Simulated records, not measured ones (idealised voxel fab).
process module | voxel spacer lines
cross-section cut | 200 nm wide | cells 5 nm
A cross-section is a grid of square cells, given in bands from the top down. A band is one or more rows of cells.
Each band's line starts with the height of the band's top and of its bottom, in nm. Then come its materials from left to right, each with its width in nm. One material with "throughout" fills the band from edge to edge. "air" is empty space.
Height 0 is the level under which the wafer as received is all one material. The lowest band goes on downwards, as in "0 down".
A width such as "30 to 40" changes by the same amount from each row of cells to the next, from the band's top row to its bottom row.
"no change" after a step means that no cell of the cross-section changed.
closed voids: empty space of 8 cells or more with no open way to the top, each as width x height at its distance from the left edge, in nm
after a step's settings: what the simulator itself notes on the step
overlay nm, on a step with a mask: how far to the right of its planned place the mask lay; to the left if negative
plan
1 op RECEIVE | material Si
2 op CONFORMAL_DEP | material Al2O3 | thk nm 5
3 op DIRECTIONAL_DEP | material TiN | thk nm 15
4 op DIRECTIONAL_DEP | material aC | thk nm 25
5 op PATTERN | tone cover | mask id MANDREL | material resist | width nm 20 | pitch nm 60 | thk nm 35 | overlay nm 0
6 op DIRECTIONAL_ETCH | etch materials aC | depth nm 25
7 op STRIP | etch materials resist
8 op CONFORMAL_DEP | material SiO2 | thk nm 10
9 op DIRECTIONAL_ETCH | etch materials SiO2 | depth nm 10
10 op STRIP | etch materials aC
11 op DIRECTIONAL_ETCH | etch materials TiN | depth nm 15
12 op STRIP | etch materials SiO2
13 op FILL_DEP | material lowk | thk nm 5
14 op CMP | height nm 20
as received, after step 1
  0 down: Si throughout
  closed voids: none
a wafer at the end: this start, this plan, one mistake
  20 to 15: lowk throughout
  15 to 5: lowk 50 | TiN 10 | lowk 20 | TiN 10 | lowk 20 | TiN 10 | lowk 20 | TiN 10 | lowk 50
  5 to 0: Al2O3 throughout
  0 down: Si throughout
  closed voids: none
what went wrong: step 3 ran as: op DIRECTIONAL_DEP | material TiN | thk nm 10
